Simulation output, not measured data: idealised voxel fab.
You're looking at the process module voxel self aligned vias.
Xsec cut, 225 nm wide, square cell size 5 nm.
How to read a cross-section here: the picture is a grid of square cells, written as bands going from the top down, and any band can span one or more rows of cells. Read a band's entry like this: the first values are the height of its top and the height of its bottom in nm, and what follows is the sequence of materials from left to right, each with its width in nm. Note that "empty" is empty space, and that a single material marked "everywhere" reaches across the band from edge to edge. Height reference: 0 = level under which incoming wafer is all one material. Lowest band: no bottom, runs on downward, e.g. "z 0 and below". Width "30..40": first value at the band's top row of cells, second value at its bottom row, equal change from row to row. What does "everything unchanged" mean for a step? It means no cell of the cross-section changed in that step. "Completely sealed voids" - sealed voids, min. 8 cells, no opening to top; format: width x height at distance (distance from left edge; nm throughout). Read whatever lies past the settings on a step's line as the simulator's own remark about the step. The optional step-line setting "overlay nm" applies to steps with a mask and quantifies how far to the right of its planned location the mask lay, a negative value indicating leftward placement.
The following list gives the planned process steps
step 1: RECEIVE, material Si
step 2: CONFORMAL_DEP, material SiO2, thk nm 10
step 3: CONFORMAL_DEP, material SiCN, thk nm 5
step 4: DIRECTIONAL_DEP, material SiO2, thk nm 20
step 5: MASKED_ETCH, tone open, mask id LINES, width nm 30, pitch nm 70, etch materials SiO2, depth nm 20, overlay nm 0
step 6: CONFORMAL_DEP, material TiN, thk nm 5
step 7: FILL_DEP, material W, thk nm 5
step 8: CMP, height nm 35
step 9: SELECTIVE_ETCH, etch materials W Ru TiN, depth nm 10
step 10: FILL_DEP, material SiN, thk nm 5
step 11: CMP, height nm 35
step 12: DIRECTIONAL_DEP, material SiO2, thk nm 20
step 13: DIRECTIONAL_DEP, material aC, thk nm 10
step 14: PATTERN, tone open, mask id VIAS, material resist, width nm 40, pitch nm 140, thk nm 25, overlay nm 0
step 15: DIRECTIONAL_ETCH, etch materials aC, depth nm 10
step 16: STRIP, etch materials resist
step 17: DIRECTIONAL_ETCH, etch materials SiO2, depth nm 20
step 18: DIRECTIONAL_ETCH, etch materials SiN, depth nm 10
step 19: STRIP, etch materials aC
step 20: CONFORMAL_DEP, material TiN, thk nm 5
step 21: FILL_DEP, material Ru, thk nm 5
step 22: CMP, height nm 55
step 23: CONFORMAL_DEP, material SiCN, thk nm 5
On the first of the two wafers: run conducted according to plan
Wafer at receipt (post step 1), cross-section
    z 0 and below = Si everywhere
    Completely sealed voids: none
After step 2: wafer cross-section
    z 10 to 0 = SiO2 everywhere
    Whatever lies below 0 is exactly as it was before.
After step 3: wafer cross-section
    z 15 to 10 = SiCN everywhere
    Whatever lies below 10 is exactly as it was before.
After step 4: wafer cross-section
    z 35 to 15 = SiO2 everywhere
    Whatever lies below 15 is exactly as it was before.
After step 5: wafer cross-section
    z 35 to 15 = SiO2=25, empty=30, SiO2=40, empty=30, SiO2=40, empty=30, SiO2=30
    Whatever lies below 15 is exactly as it was before.
After step 6: wafer cross-section
    z 40 to 35 = TiN=30, empty=20, TiN=50, empty=20, TiN=50, empty=20, TiN=35
    z 35 to 20 = SiO2=25, TiN=5, empty=20, TiN=5, SiO2=40, TiN=5, empty=20, TiN=5, SiO2=40, TiN=5, empty=20, TiN=5, SiO2=30
    z 20 to 15 = SiO2=25, TiN=30, SiO2=40, TiN=30, SiO2=40, TiN=30, SiO2=30
    Whatever lies below 15 is exactly as it was before.
After step 7: wafer cross-section
    z 45 to 40 = W everywhere
    z 40 to 35 = TiN=30, W=20, TiN=50, W=20, TiN=50, W=20, TiN=35
    z 35 to 20 = SiO2=25, TiN=5, W=20, TiN=5, SiO2=40, TiN=5, W=20, TiN=5, SiO2=40, TiN=5, W=20, TiN=5, SiO2=30
    Whatever lies below 20 is exactly as it was before.
After step 8: wafer cross-section
    z 35 to 20 = SiO2=25, TiN=5, W=20, TiN=5, SiO2=40, TiN=5, W=20, TiN=5, SiO2=40, TiN=5, W=20, TiN=5, SiO2=30
    Whatever lies below 20 is exactly as it was before.
After step 9: wafer cross-section
    z 35 to 25 = SiO2=25, empty=30, SiO2=40, empty=30, SiO2=40, empty=30, SiO2=30
    Whatever lies below 25 is exactly as it was before.
After step 10: wafer cross-section
    z 40 to 35 = SiN everywhere
    z 35 to 25 = SiO2=25, SiN=30, SiO2=40, SiN=30, SiO2=40, SiN=30, SiO2=30
    Whatever lies below 25 is exactly as it was before.
After step 11: wafer cross-section
    z 35 to 25 = SiO2=25, SiN=30, SiO2=40, SiN=30, SiO2=40, SiN=30, SiO2=30
    Whatever lies below 25 is exactly as it was before.
After step 12: wafer cross-section
    z 55 to 35 = SiO2 everywhere
    Whatever lies below 35 is exactly as it was before.
After step 13: wafer cross-section
    z 65 to 55 = aC everywhere
    Whatever lies below 55 is exactly as it was before.
After step 14: wafer cross-section
    z 90 to 65 = resist=20, empty=40, resist=100, empty=40, resist=25
    Whatever lies below 65 is exactly as it was before.
After step 15: wafer cross-section
    z 80 to 65 = resist=20, empty=40, resist=100, empty=40, resist=25
    z 65 to 55 = aC=20, empty=40, aC=100, empty=40, aC=25
    Whatever lies below 55 is exactly as it was before.
After step 16: wafer cross-section
    z 65 to 55 = aC=20, empty=40, aC=100, empty=40, aC=25
    Whatever lies below 55 is exactly as it was before.
After step 17: wafer cross-section
    z 65 to 55 = aC=20, empty=40, aC=100, empty=40, aC=25
    z 55 to 35 = SiO2=20, empty=40, SiO2=100, empty=40, SiO2=25
    Whatever lies below 35 is exactly as it was before.
After step 18: wafer cross-section
    z 65 to 55 = aC=20, empty=40, aC=100, empty=40, aC=25
    z 55 to 35 = SiO2=20, empty=40, SiO2=100, empty=40, SiO2=25
    z 35 to 25 = SiO2=25, empty=30, SiO2=40, SiN=30, SiO2=40, empty=30, SiO2=30
    Whatever lies below 25 is exactly as it was before.
After step 19: wafer cross-section
    z 55 to 35 = SiO2=20, empty=40, SiO2=100, empty=40, SiO2=25
    Whatever lies below 35 is exactly as it was before.
After step 20: wafer cross-section
    z 60 to 55 = TiN=25, empty=30, TiN=110, empty=30, TiN=30
    z 55 to 40 = SiO2=20, TiN=5, empty=30, TiN=5, SiO2=100, TiN=5, empty=30, TiN=5, SiO2=25
    z 40 to 35 = SiO2=20, TiN=10, empty=20, TiN=10, SiO2=100, TiN=10, empty=20, TiN=10, SiO2=25
    z 35 to 30 = SiO2=25, TiN=5, empty=20, TiN=5, SiO2=40, SiN=30, SiO2=40, TiN=5, empty=20, TiN=5, SiO2=30
    z 30 to 25 = SiO2=25, TiN=30, SiO2=40, SiN=30, SiO2=40, TiN=30, SiO2=30
    Whatever lies below 25 is exactly as it was before.
After step 21: wafer cross-section
    z 65 to 60 = Ru everywhere
    z 60 to 55 = TiN=25, Ru=30, TiN=110, Ru=30, TiN=30
    z 55 to 40 = SiO2=20, TiN=5, Ru=30, TiN=5, SiO2=100, TiN=5, Ru=30, TiN=5, SiO2=25
    z 40 to 35 = SiO2=20, TiN=10, Ru=20, TiN=10, SiO2=100, TiN=10, Ru=20, TiN=10, SiO2=25
    z 35 to 30 = SiO2=25, TiN=5, Ru=20, TiN=5, SiO2=40, SiN=30, SiO2=40, TiN=5, Ru=20, TiN=5, SiO2=30
    Whatever lies below 30 is exactly as it was before.
After step 22: wafer cross-section
    z 55 to 40 = SiO2=20, TiN=5, Ru=30, TiN=5, SiO2=100, TiN=5, Ru=30, TiN=5, SiO2=25
    Whatever lies below 40 is exactly as it was before.
After step 23: wafer cross-section
    z 60 to 55 = SiCN everywhere
    Whatever lies below 55 is exactly as it was before.
The second wafer was prepared from the same starting point and under the same plan as the first; its processing contained one mistake, and it remains indistinguishable from the first wafer up to and including step 19
Second wafer shown in cross-section at the time step 20 was slated to end
    z 60 to 40 = SiO2=25, empty=30, SiO2=110, empty=30, SiO2=30
    z 40 to 35 = SiO2=30, empty=20, SiO2=120, empty=20, SiO2=35
    z 35 to 30 = SiO2=30, empty=20, SiO2=45, SiN=30, SiO2=45, empty=20, SiO2=35
    z 30 to 25 = SiO2=95, SiN=30, SiO2=100
    Whatever lies below 25 is exactly as it was before.
Second wafer shown in cross-section at the time step 21 was slated to end
    z 65 to 60 = Ru everywhere
    z 60 to 40 = SiO2=25, Ru=30, SiO2=110, Ru=30, SiO2=30
    z 40 to 35 = SiO2=30, Ru=20, SiO2=120, Ru=20, SiO2=35
    z 35 to 30 = SiO2=30, Ru=20, SiO2=45, SiN=30, SiO2=45, Ru=20, SiO2=35
    Whatever lies below 30 is exactly as it was before.
Second wafer shown in cross-section at the time step 22 was slated to end
    z 55 to 40 = SiO2=25, Ru=30, SiO2=110, Ru=30, SiO2=30
    Whatever lies below 40 is exactly as it was before.
Second wafer shown in cross-section at the time step 23 was slated to end
    z 60 to 55 = SiCN everywhere
    Whatever lies below 55 is exactly as it was before.
Which mistake was made when the wafer was run? step 20: run off-plan, actual operation and settings CONFORMAL_DEP, material SiO2, thk nm 5
Upon completion, the second wafer contains, in terms of cells, a greater or smaller amount of certain materials than the first wafer: SiO2: 36 more, TiN: 36 fewer
